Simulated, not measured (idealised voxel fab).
The following process module bears the name voxel local oxidation.
We display cut, a cross-section 205 nm in width whose square cells are each 5 nm.
A cross-section is written here as square cells arranged in a grid, and it is given in bands from the top down, each band taking up one or more rows of cells. Within each band entry, the heights of the top and of the bottom of the band appear first, in that order and in nm; the materials of the band then follow from left to right, each with its corresponding width in nm. The designation "everywhere" on a single material indicates that it fills the band from edge to edge; the designation "blank" indicates empty space. Heads up on the height convention: 0 is the point under which the incoming wafer is all one material, and the lowest band has no bottom, it just keeps going down, like "0 nm and below". With a width like "30->40", each row of cells in the band differs from the next by the same amount, the top row carrying the first number and the bottom row the second. The designation "nothing altered", where it is given for a processing step, indicates that no cell of the cross-section was altered in the course of that step. Entry "Sealed void listing" = empty spaces >= 8 cells with no open way to the top; each as width x height at distance, distance from left edge, all nm. On each step's line, the part that comes after the settings is the simulator's own comment on the step. overlay nm: for a step with a mask, the amount by which the mask lay right of where it was planned; a negative amount means left of it.

Intended process steps
1 op RECEIVE | material Si
2 op OXIDIZE | depth nm 5
3 op CONFORMAL_DEP | material SiN | thk nm 15
4 op DIRECTIONAL_DEP | material aC | thk nm 10
5 op PATTERN | tone cover | mask id ACTIVE | material resist | width nm 130 | thk nm 30 | overlay nm 0
6 op DIRECTIONAL_ETCH | etch materials aC | depth nm 10
7 op STRIP | etch materials resist
8 op DIRECTIONAL_ETCH | etch materials SiN | depth nm 15
9 op STRIP | etch materials aC
10 op SELECTIVE_ETCH | etch materials SiO2 | depth nm 5
11 op OXIDIZE | depth nm 10
12 op STRIP | etch materials SiN

Of two wafers, the first: run according to plan

Delivered wafer in cross-section: state after step 1
> 0 nm and below  Si everywhere
> Sealed void listing: none

The wafer in cross-section once step 2 is complete
> 0 nm to -5 nm  SiO2 everywhere
> Below -5 it's all the same as before, nothing changed down there.

The wafer in cross-section once step 3 is complete
> 15 nm to 0 nm  SiN everywhere
> Below 0 it's all the same as before, nothing changed down there.

The wafer in cross-section once step 4 is complete
> 25 nm to 15 nm  aC everywhere
> Below 15 it's all the same as before, nothing changed down there.

The wafer in cross-section once step 5 is complete
> 55 nm to 25 nm  blank 35 nm  resist 130 nm  blank 40 nm
> Below 25 it's all the same as before, nothing changed down there.

The wafer in cross-section once step 6 is complete
> 45 nm to 25 nm  blank 35 nm  resist 130 nm  blank 40 nm
> 25 nm to 15 nm  blank 35 nm  aC 130 nm  blank 40 nm
> Below 15 it's all the same as before, nothing changed down there.

The wafer in cross-section once step 7 is complete
> 25 nm to 15 nm  blank 35 nm  aC 130 nm  blank 40 nm
> Below 15 it's all the same as before, nothing changed down there.

The wafer in cross-section once step 8 is complete
> 25 nm to 15 nm  blank 35 nm  aC 130 nm  blank 40 nm
> 15 nm to 0 nm  blank 35 nm  SiN 130 nm  blank 40 nm
> Below 0 it's all the same as before, nothing changed down there.

The wafer in cross-section once step 9 is complete
> 15 nm to 0 nm  blank 35 nm  SiN 130 nm  blank 40 nm
> Below 0 it's all the same as before, nothing changed down there.

The wafer in cross-section once step 10 is complete
> 15 nm to 0 nm  blank 35 nm  SiN 130 nm  blank 40 nm
> 0 nm to -5 nm  blank 40 nm  SiO2 120 nm  blank 45 nm
> Below -5 it's all the same as before, nothing changed down there.

The wafer in cross-section once step 11 is complete
> 15 nm to 0 nm  blank 35 nm  SiN 130 nm  blank 40 nm
> 0 nm to -5 nm  blank 40 nm  SiO2 120 nm  blank 45 nm
> -5 nm to -15 nm  SiO2 50 nm  Si 100 nm  SiO2 55 nm
> Below -15 it's all the same as before, nothing changed down there.

The wafer in cross-section once step 12 is complete
> 0 nm to -5 nm  blank 40 nm  SiO2 120 nm  blank 45 nm
> Below -5 it's all the same as before, nothing changed down there.

Second wafer, same starting state and plan as the first, one mistake in the run, identical through step 6

Look at the second wafer in cross-section at the time step 7 ought to have finished
> 45 nm to 25 nm  blank 35 nm  resist 130 nm  blank 40 nm
> 25 nm to 15 nm  blank 35 nm  aC 130 nm  blank 40 nm
> 15 nm to 0 nm  blank 35 nm  SiN 130 nm  blank 40 nm
> Below 0 it's all the same as before, nothing changed down there.

Look at the second wafer in cross-section at the time step 8 ought to have finished
> 25 nm to 15 nm  blank 35 nm  aC 130 nm  blank 40 nm
> Below 15 it's all the same as before, nothing changed down there.

Look at the second wafer in cross-section at the time step 9 ought to have finished
> 15 nm to 0 nm  blank 35 nm  SiN 130 nm  blank 40 nm
> Below 0 it's all the same as before, nothing changed down there.

Look at the second wafer in cross-section at the time step 10 ought to have finished
> 15 nm to 0 nm  blank 35 nm  SiN 130 nm  blank 40 nm
> 0 nm to -5 nm  blank 40 nm  SiO2 120 nm  blank 45 nm
> Below -5 it's all the same as before, nothing changed down there.

Look at the second wafer in cross-section at the time step 11 ought to have finished
> 15 nm to 0 nm  blank 35 nm  SiN 130 nm  blank 40 nm
> 0 nm to -5 nm  blank 40 nm  SiO2 120 nm  blank 45 nm
> -5 nm to -15 nm  SiO2 50 nm  Si 100 nm  SiO2 55 nm
> Below -15 it's all the same as before, nothing changed down there.

Look at the second wafer in cross-section at the time step 12 ought to have finished
> 0 nm to -5 nm  blank 40 nm  SiO2 120 nm  blank 45 nm
> Below -5 it's all the same as before, nothing changed down there.
Nonconformance to the process plan: steps 7 and 8: order swapped relative to plan
The two wafers finish with the same cross-section, and therefore the mistake leaves the computed outcome of this model unchanged.
